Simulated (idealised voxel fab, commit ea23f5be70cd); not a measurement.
Presented below is a process module, voxel self aligned vias.
It is cross-section cut that appears here, measuring 280 nm in width, its square cells being 5 nm in size.
In what follows, cross-sections appear as grids of square cells, described through bands that run from the top down, where every band is one or more rows of cells. Top, bottom (nm), then materials left to right with widths (nm); lone material tagged "full width" fills the whole band edge to edge; "blank" = empty space. Where do heights start? At 0: under that level the wafer as delivered is made of one material only. And the lowest band has no floor; it just carries on downward, as in "0 down". Quick explanation for "30..40": the width changes in equal steps down the rows of cells, from the first number in the band's top row to the second number in its bottom row. Reading "no alterations made" for a step: not a cell of the cross-section changed in it. Under "closed voids" you'll find the enclosed gaps, the ones with no way out to the top, that are 8 cells or bigger; each reads width x height at distance, with distance counted from the left edge, everything in nm. Past the settings on a step's line: simulator remark, on that step. "overlay nm" answers the question of how far to the right of plan the mask lay on a step that has a mask, and when it is negative the answer is to the left.
Planned process steps
1. RECEIVE, material Si
2. CONFORMAL_DEP, material SiO2, thk nm 10
3. CONFORMAL_DEP, material SiCN, thk nm 5
4. DIRECTIONAL_DEP, material lowk, thk nm 25
5. DIRECTIONAL_DEP, material aC, thk nm 15
6. PATTERN, tone open, mask id LINES, material resist, width nm 30, pitch nm 75, thk nm 30, overlay nm 0
7. DIRECTIONAL_ETCH, etch materials aC, depth nm 15
8. STRIP, etch materials resist
9. DIRECTIONAL_ETCH, etch materials lowk, depth nm 25
10. STRIP, etch materials aC
11. CONFORMAL_DEP, material TiN, thk nm 5
12. FILL_DEP, material W, thk nm 5
13. CMP, height nm 40
14. SELECTIVE_ETCH, etch materials W Ru TiN, depth nm 5
15. FILL_DEP, material SiN, thk nm 10
16. CMP, height nm 40
17. DIRECTIONAL_DEP, material lowk, thk nm 15
18. DIRECTIONAL_DEP, material aC, thk nm 15
19. PATTERN, tone open, mask id VIAS, material resist, width nm 50, thk nm 30, overlay nm 0
20. DIRECTIONAL_ETCH, etch materials aC, depth nm 15
21. STRIP, etch materials resist
22. DIRECTIONAL_ETCH, etch materials lowk, depth nm 5
23. DIRECTIONAL_ETCH, etch materials SiN, depth nm 5
24. STRIP, etch materials aC
25. CONFORMAL_DEP, material TiN, thk nm 5
26. FILL_DEP, material Ru, thk nm 5
27. CMP, height nm 55
28. CONFORMAL_DEP, material SiCN, thk nm 5
Every wafer here starts from the same state; it is the step 22 depth nm that distinguishes them, and the value the plan gives belongs to the first wafer.
Cross-section of the first of several received wafers, showing its state after step 1
    0 down = Si full width
    closed voids: none
The cross-section of the first of several wafers is given below for the end of the module, after its final step, step 28
    60 to 55 = SiCN full width
    55 to 50 = 75 lowk / 50 TiN / 155 lowk
    50 to 40 = lowk full width
    40 to 35 = 85 lowk / 30 SiN / 45 lowk / 30 SiN / 90 lowk
    35 to 20 = 85 lowk / 5 TiN / 20 W / 5 TiN / 45 lowk / 5 TiN / 20 W / 5 TiN / 90 lowk
    20 to 15 = 85 lowk / 30 TiN / 45 lowk / 30 TiN / 90 lowk
    15 to 10 = SiCN full width
    10 to 0 = SiO2 full width
    0 down = Si full width
    closed voids: none
Cross-section, last wafer, module completion
    60 to 55 = SiCN full width
    55 to 40 = 75 lowk / 5 TiN / 40 Ru / 5 TiN / 155 lowk
    40 to 35 = 75 lowk / 50 TiN / 35 lowk / 30 SiN / 90 lowk
    35 to 25 = 75 lowk / 15 TiN / 20 W / 15 TiN / 35 lowk / 5 TiN / 20 W / 5 TiN / 90 lowk
    25 to 20 = 85 lowk / 5 TiN / 20 W / 5 TiN / 45 lowk / 5 TiN / 20 W / 5 TiN / 90 lowk
    20 to 15 = 85 lowk / 30 TiN / 45 lowk / 30 TiN / 90 lowk
    15 to 10 = SiCN full width
    10 to 0 = SiO2 full width
    0 down = Si full width
    closed voids: none
So in this table every wafer gets its own row, and what you see is where it stands at the end of the module: for each material, how many cells it picked up (+) or gave up (-) since we received it, and after that its closed voids
depth nm 5, +112 SiCN, +12 SiN, +112 SiO2, +34 TiN, +24 W, +378 lowk, closed voids: none
depth nm 10, +8 Ru, +112 SiCN, +12 SiN, +112 SiO2, +36 TiN, +24 W, +368 lowk, closed voids: none
depth nm 15, +20 Ru, +112 SiCN, +6 SiN, +112 SiO2, +40 TiN, +24 W, +358 lowk, closed voids: none
depth nm 20, +24 Ru, +112 SiCN, +6 SiN, +112 SiO2, +40 TiN, +24 W, +354 lowk, closed voids: none
depth nm 25, +24 Ru, +112 SiCN, +6 SiN, +112 SiO2, +44 TiN, +24 W, +350 lowk, closed voids: none
depth nm 30, +24 Ru, +112 SiCN, +6 SiN, +112 SiO2, +48 TiN, +24 W, +346 lowk, closed voids: none
